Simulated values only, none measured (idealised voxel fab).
process module | voxel wiring stack
cross-section cut | 180 nm wide | cells 5 nm
A cross-section is a grid of square cells, given in bands from the top down. A band is one or more rows of cells.
Each band's line starts with the height of the band's top and of its bottom, in nm. Then come its materials from left to right, each with its width in nm. One material with "throughout" fills the band from edge to edge. "air" is empty space.
Height 0 is the level under which the wafer as received is all one material. The lowest band goes on downwards, as in "0 down".
A width such as "30 to 40" changes by the same amount from each row of cells to the next, from the band's top row to its bottom row.
"no change" after a step means that no cell of the cross-section changed.
closed voids: empty space of 8 cells or more with no open way to the top, each as width x height at its distance from the left edge, in nm
after a step's settings: what the simulator itself notes on the step
overlay nm, on a step with a mask: how far to the right of its planned place the mask lay; to the left if negative
plan
1 op RECEIVE | material Si
2 op CONFORMAL_DEP | material SiO2 | thk nm 10
3 op DIRECTIONAL_DEP | material TiN | thk nm 5
4 op DIRECTIONAL_DEP | material Ru | thk nm 20
5 op PATTERN | tone cover | mask id METAL_1 | material resist | width nm 30 | pitch nm 45 | thk nm 15 | overlay nm 0
6 op DIRECTIONAL_ETCH | etch materials Ru | depth nm 20
7 op DIRECTIONAL_ETCH | etch materials TiN | depth nm 5
8 op STRIP | etch materials resist
9 op FILL_DEP | material lowk | thk nm 5
10 op CMP | height nm 35
11 op CONFORMAL_DEP | material SiCN | thk nm 5
12 op DIRECTIONAL_DEP | material lowk | thk nm 15
13 op MASKED_ETCH | tone open | mask id PLUG_1 | width nm 15 | pitch nm 45 | etch materials lowk | depth nm 15 | overlay nm 0
14 op MASKED_ETCH | tone open | mask id PLUG_1 | width nm 15 | pitch nm 45 | etch materials SiCN | depth nm 5 | overlay nm 0
15 op CONFORMAL_DEP | material TiN | thk nm 5
16 op FILL_DEP | material Cu | thk nm 5
17 op CMP | height nm 55
18 op DIRECTIONAL_DEP | material TiN | thk nm 5
19 op DIRECTIONAL_DEP | material W | thk nm 25
20 op DIRECTIONAL_DEP | material aC | thk nm 15
21 op PATTERN | tone cover | mask id METAL_2 | material resist | width nm 30 | pitch nm 45 | thk nm 35 | overlay nm 0
22 op DIRECTIONAL_ETCH | etch materials aC | depth nm 15
23 op STRIP | etch materials resist
24 op DIRECTIONAL_ETCH | etch materials W | depth nm 25
25 op DIRECTIONAL_ETCH | etch materials TiN | depth nm 5
26 op STRIP | etch materials aC
27 op CONFORMAL_DEP | material SiN | thk nm 5
28 op FILL_DEP | material lowk | thk nm 10
29 op CMP | height nm 85
30 op CONFORMAL_DEP | material SiCN | thk nm 5
31 op DIRECTIONAL_DEP | material lowk | thk nm 10
32 op MASKED_ETCH | tone open | mask id PLUG_2 | width nm 15 | etch materials lowk | depth nm 10 | overlay nm 0
33 op MASKED_ETCH | tone open | mask id PLUG_2 | width nm 15 | etch materials SiCN | depth nm 5 | overlay nm 0
34 op EPI | material Ru | thk nm 10
35 op EPI | material Ru | thk nm 5
36 op DIRECTIONAL_DEP | material TiN | thk nm 5
37 op DIRECTIONAL_DEP | material W | thk nm 25
38 op MASKED_ETCH | tone cover | mask id METAL_3 | width nm 30 | pitch nm 45 | etch materials W | depth nm 25 | overlay nm 0
39 op MASKED_ETCH | tone cover | mask id METAL_3 | width nm 30 | pitch nm 45 | etch materials TiN | depth nm 5 | overlay nm 0
40 op FILL_DEP | material lowk | thk nm 5
41 op CMP | height nm 130
42 op CONFORMAL_DEP | material SiN | thk nm 5
first wafer, as planned
as received, after step 1
  0 down: Si throughout
  closed voids: none
after step 2
  10 to 0: SiO2 throughout
  below 0: unchanged
after step 3
  15 to 10: TiN throughout
  below 10: unchanged
after step 4
  35 to 15: Ru throughout
  below 15: unchanged
after step 5
  50 to 35: air 50 | resist 30 | air 15 | resist 30 | air 55
  below 35: unchanged
after step 6
  50 to 35: air 50 | resist 30 | air 15 | resist 30 | air 55
  35 to 15: air 50 | Ru 30 | air 15 | Ru 30 | air 55
  below 15: unchanged
after step 7
  50 to 35: air 50 | resist 30 | air 15 | resist 30 | air 55
  35 to 15: air 50 | Ru 30 | air 15 | Ru 30 | air 55
  15 to 10: air 50 | TiN 30 | air 15 | TiN 30 | air 55
  below 10: unchanged
after step 8
  35 to 15: air 50 | Ru 30 | air 15 | Ru 30 | air 55
  below 15: unchanged
after step 9
  40 to 35: lowk throughout
  35 to 15: lowk 50 | Ru 30 | lowk 15 | Ru 30 | lowk 55
  15 to 10: lowk 50 | TiN 30 | lowk 15 | TiN 30 | lowk 55
  below 10: unchanged
after step 10
  35 to 15: lowk 50 | Ru 30 | lowk 15 | Ru 30 | lowk 55
  below 15: unchanged
after step 11
  40 to 35: SiCN throughout
  below 35: unchanged
after step 12
  55 to 40: lowk throughout
  below 40: unchanged
after step 13
  55 to 40: lowk 50 | air 15 | lowk 30 | air 15 | lowk 70
  below 40: unchanged
after step 14
  55 to 40: lowk 50 | air 15 | lowk 30 | air 15 | lowk 70
  40 to 35: SiCN 50 | air 15 | SiCN 30 | air 15 | SiCN 70
  below 35: unchanged
after step 15
  60 to 55: TiN 55 | air 5 | TiN 40 | air 5 | TiN 75
  55 to 40: lowk 50 | TiN 5 | air 5 | TiN 5 | lowk 30 | TiN 5 | air 5 | TiN 5 | lowk 70
  40 to 35: SiCN 50 | TiN 15 | SiCN 30 | TiN 15 | SiCN 70
  below 35: unchanged
after step 16
  65 to 60: Cu throughout
  60 to 55: TiN 55 | Cu 5 | TiN 40 | Cu 5 | TiN 75
  55 to 40: lowk 50 | TiN 5 | Cu 5 | TiN 5 | lowk 30 | TiN 5 | Cu 5 | TiN 5 | lowk 70
  below 40: unchanged
after step 17
  55 to 40: lowk 50 | TiN 5 | Cu 5 | TiN 5 | lowk 30 | TiN 5 | Cu 5 | TiN 5 | lowk 70
  below 40: unchanged
after step 18
  60 to 55: TiN throughout
  below 55: unchanged
after step 19
  85 to 60: W throughout
  below 60: unchanged
after step 20
  100 to 85: aC throughout
  below 85: unchanged
after step 21
  135 to 100: air 50 | resist 30 | air 15 | resist 30 | air 55
  below 100: unchanged
after step 22
  120 to 100: air 50 | resist 30 | air 15 | resist 30 | air 55
  100 to 85: air 50 | aC 30 | air 15 | aC 30 | air 55
  below 85: unchanged
after step 23
  100 to 85: air 50 | aC 30 | air 15 | aC 30 | air 55
  below 85: unchanged
after step 24
  100 to 85: air 50 | aC 30 | air 15 | aC 30 | air 55
  85 to 60: air 50 | W 30 | air 15 | W 30 | air 55
  below 60: unchanged
after step 25
  100 to 85: air 50 | aC 30 | air 15 | aC 30 | air 55
  85 to 60: air 50 | W 30 | air 15 | W 30 | air 55
  60 to 55: air 50 | TiN 30 | air 15 | TiN 30 | air 55
  below 55: unchanged
after step 26
  85 to 60: air 50 | W 30 | air 15 | W 30 | air 55
  below 60: unchanged
after step 27
  90 to 85: air 45 | SiN 40 | air 5 | SiN 40 | air 50
  85 to 60: air 45 | SiN 5 | W 30 | SiN 5 | air 5 | SiN 5 | W 30 | SiN 5 | air 50
  60 to 55: SiN 50 | TiN 30 | SiN 15 | TiN 30 | SiN 55
  below 55: unchanged
after step 28
  100 to 90: lowk throughout
  90 to 85: lowk 45 | SiN 40 | lowk 5 | SiN 40 | lowk 50
  85 to 60: lowk 45 | SiN 5 | W 30 | SiN 5 | lowk 5 | SiN 5 | W 30 | SiN 5 | lowk 50
  below 60: unchanged
after step 29
  85 to 60: lowk 45 | SiN 5 | W 30 | SiN 5 | lowk 5 | SiN 5 | W 30 | SiN 5 | lowk 50
  below 60: unchanged
after step 30
  90 to 85: SiCN throughout
  below 85: unchanged
after step 31
  100 to 90: lowk throughout
  below 90: unchanged
after step 32
  100 to 90: lowk 50 | air 15 | lowk 115
  below 90: unchanged
after step 33
  100 to 90: lowk 50 | air 15 | lowk 115
  90 to 85: SiCN 50 | air 15 | SiCN 115
  below 85: unchanged
after step 34
  100 to 95: lowk 50 | air 15 | lowk 115
  95 to 90: lowk 50 | Ru 15 | lowk 115
  90 to 85: SiCN 50 | Ru 15 | SiCN 115
  below 85: unchanged
after step 35
  100 to 90: lowk 50 | Ru 15 | lowk 115
  below 90: unchanged
after step 36
  105 to 100: TiN throughout
  below 100: unchanged
after step 37
  130 to 105: W throughout
  below 105: unchanged
after step 38
  130 to 105: air 50 | W 30 | air 15 | W 30 | air 55
  below 105: unchanged
after step 39
  130 to 105: air 50 | W 30 | air 15 | W 30 | air 55
  105 to 100: air 50 | TiN 30 | air 15 | TiN 30 | air 55
  below 100: unchanged
after step 40
  135 to 130: lowk throughout
  130 to 105: lowk 50 | W 30 | lowk 15 | W 30 | lowk 55
  105 to 100: lowk 50 | TiN 30 | lowk 15 | TiN 30 | lowk 55
  below 100: unchanged
after step 41
  130 to 105: lowk 50 | W 30 | lowk 15 | W 30 | lowk 55
  below 105: unchanged
after step 42
  135 to 130: SiN throughout
  below 130: unchanged
second wafer: like start, like plan, one mistake. Through step 17 it matches the first wafer
when step 18 should have ended
  80 to 55: W throughout
  below 55: unchanged
when step 19 should have ended
  85 to 80: TiN throughout
  below 80: unchanged
when step 20 should have ended
  100 to 85: aC throughout
  below 85: unchanged
when step 21 should have ended
  135 to 100: air 50 | resist 30 | air 15 | resist 30 | air 55
  below 100: unchanged
when step 22 should have ended
  120 to 100: air 50 | resist 30 | air 15 | resist 30 | air 55
  100 to 85: air 50 | aC 30 | air 15 | aC 30 | air 55
  below 85: unchanged
when step 23 should have ended
  100 to 85: air 50 | aC 30 | air 15 | aC 30 | air 55
  below 85: unchanged
when step 24 should have ended: no change
when step 25 should have ended
  100 to 85: air 50 | aC 30 | air 15 | aC 30 | air 55
  85 to 80: air 50 | TiN 30 | air 15 | TiN 30 | air 55
  below 80: unchanged
when step 26 should have ended
  85 to 80: air 50 | TiN 30 | air 15 | TiN 30 | air 55
  below 80: unchanged
when step 27 should have ended
  90 to 85: air 45 | SiN 40 | air 5 | SiN 40 | air 50
  85 to 80: SiN 50 | TiN 30 | SiN 15 | TiN 30 | SiN 55
  below 80: unchanged
when step 28 should have ended
  100 to 90: lowk throughout
  90 to 85: lowk 45 | SiN 40 | lowk 5 | SiN 40 | lowk 50
  below 85: unchanged
when step 29 should have ended
  85 to 80: SiN 50 | TiN 30 | SiN 15 | TiN 30 | SiN 55
  below 80: unchanged
when step 30 should have ended
  90 to 85: SiCN throughout
  below 85: unchanged
when step 31 should have ended
  100 to 90: lowk throughout
  below 90: unchanged
when step 32 should have ended
  100 to 90: lowk 50 | air 15 | lowk 115
  below 90: unchanged
when step 33 should have ended
  100 to 90: lowk 50 | air 15 | lowk 115
  90 to 85: SiCN 50 | air 15 | SiCN 115
  below 85: unchanged
when step 34 should have ended
  100 to 95: lowk 50 | air 15 | lowk 115
  95 to 90: lowk 50 | Ru 15 | lowk 115
  90 to 85: SiCN 50 | Ru 15 | SiCN 115
  below 85: unchanged
when step 35 should have ended
  100 to 90: lowk 50 | Ru 15 | lowk 115
  below 90: unchanged
when step 36 should have ended
  105 to 100: TiN throughout
  below 100: unchanged
when step 37 should have ended
  130 to 105: W throughout
  below 105: unchanged
when step 38 should have ended
  130 to 105: air 50 | W 30 | air 15 | W 30 | air 55
  below 105: unchanged
when step 39 should have ended
  130 to 105: air 50 | W 30 | air 15 | W 30 | air 55
  105 to 100: air 50 | TiN 30 | air 15 | TiN 30 | air 55
  below 100: unchanged
when step 40 should have ended
  135 to 130: lowk throughout
  130 to 105: lowk 50 | W 30 | lowk 15 | W 30 | lowk 55
  105 to 100: lowk 50 | TiN 30 | lowk 15 | TiN 30 | lowk 55
  below 100: unchanged
when step 41 should have ended
  130 to 105: lowk 50 | W 30 | lowk 15 | W 30 | lowk 55
  below 105: unchanged
when step 42 should have ended
  135 to 130: SiN throughout
  below 130: unchanged
what went wrong: steps 18 and 19 were swapped
at the end the second wafer has, in cells: 20 fewer of SiN | 120 more of W | 100 fewer of lowk
